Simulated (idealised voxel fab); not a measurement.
The process module that follows is named voxel self aligned vias.
Cross-section cut spans 220 nm and uses square cells 5 nm in size.
Each cross-section below is a grid of square cells, stated as bands in top-down order, with one or more rows of cells making up each band.
What a band's entry tells you: where the top is and where the bottom is, as heights in nm, and after that what lies inside, material by material from left to right, each with its width in nm. Empty space is written as the word "empty", and a single material marked with the word "everywhere" occupies the band from edge to edge.
Measure heights from 0. That's the level where, below it, the as-received wafer is all one material. The lowest band is bottomless and extends downward; write it as in "0 -> down".
Note: "30->40" means the width goes from the first number (top row of the band) to the second number (bottom row) in equal steps per row of cells.
When a step is marked "nothing was modified", none of the cells in the cross-section changed during that step.
For the entry "Sealed voids", the listed items are empty spaces with no open way to the top whose size is 8 cells or more; each item follows the pattern width x height at distance, where distance is from the left edge and all three are in nm.
Formally, on a step line, whatever follows the settings is a remark that the simulator itself makes on the step.
"overlay nm" answers the question of how far to the right of plan the mask lay on a step that has a mask, and when it is negative the answer is to the left.

**These are the steps we planned for the process**
- 1: RECEIVE with material Si
- 2: CONFORMAL_DEP with material SiO2, thk nm 10
- 3: CONFORMAL_DEP with material SiCN, thk nm 5
- 4: DIRECTIONAL_DEP with material SiO2, thk nm 20
- 5: MASKED_ETCH with tone open, mask id LINES, width nm 25, pitch nm 65, etch materials SiO2, depth nm 20, overlay nm 0
- 6: CONFORMAL_DEP with material TiN, thk nm 5
- 7: FILL_DEP with material W, thk nm 10
- 8: CMP with height nm 35
- 9: SELECTIVE_ETCH with etch materials W Ru TiN, depth nm 5
- 10: FILL_DEP with material SiN, thk nm 5
- 11: CMP with height nm 35
- 12: DIRECTIONAL_DEP with material SiO2, thk nm 15
- 13: MASKED_ETCH with tone open, mask id VIAS, width nm 35, etch materials SiO2, depth nm 15, overlay nm 0
- 14: MASKED_ETCH with tone open, mask id VIAS, width nm 35, etch materials SiN, depth nm 5, overlay nm 0
- 15: CONFORMAL_DEP with material TiN, thk nm 5
- 16: FILL_DEP with material Cu, thk nm 5
- 17: CMP with height nm 50
- 18: CONFORMAL_DEP with material SiCN, thk nm 5

**Received-state cross-section, reflecting completion of step 1**
	0 -> down = Si everywhere
	Sealed voids: none

**Here's the cross-section of the first of our two wafers at the end of the module - it ran as planned**
	55 -> 50 = SiCN everywhere
	50 -> 40 = 60 of SiO2, 5 of TiN, 25 of Cu, 5 of TiN, 125 of SiO2
	40 -> 35 = 60 of SiO2, 10 of TiN, 15 of Cu, 10 of TiN, 125 of SiO2
	35 -> 30 = 65 of SiO2, 25 of TiN, 40 of SiO2, 25 of SiN, 65 of SiO2
	30 -> 20 = 65 of SiO2, 5 of TiN, 15 of W, 5 of TiN, 40 of SiO2, 5 of TiN, 15 of W, 5 of TiN, 65 of SiO2
	20 -> 15 = 65 of SiO2, 25 of TiN, 40 of SiO2, 25 of TiN, 65 of SiO2
	15 -> 10 = SiCN everywhere
	10 -> 0 = SiO2 everywhere
	0 -> down = Si everywhere
	Sealed voids: none

**second wafer at the end: like start, like plan, one mistake**
	55 -> 50 = TiN everywhere
	50 -> 40 = 60 of SiO2, 5 of TiN, 25 of Cu, 5 of TiN, 125 of SiO2
	40 -> 35 = 60 of SiO2, 10 of TiN, 15 of Cu, 10 of TiN, 125 of SiO2
	35 -> 30 = 65 of SiO2, 25 of TiN, 40 of SiO2, 25 of SiN, 65 of SiO2
	30 -> 20 = 65 of SiO2, 5 of TiN, 15 of W, 5 of TiN, 40 of SiO2, 5 of TiN, 15 of W, 5 of TiN, 65 of SiO2
	20 -> 15 = 65 of SiO2, 25 of TiN, 40 of SiO2, 25 of TiN, 65 of SiO2
	15 -> 10 = SiCN everywhere
	10 -> 0 = SiO2 everywhere
	0 -> down = Si everywhere
	Sealed voids: none
Plan not followed: step 18 off recipe, ran as CONFORMAL_DEP with material TiN, thk nm 5
Per the end-of-run cell counts, the second wafer holds more or fewer of some materials than the first: -44 SiCN | +44 TiN
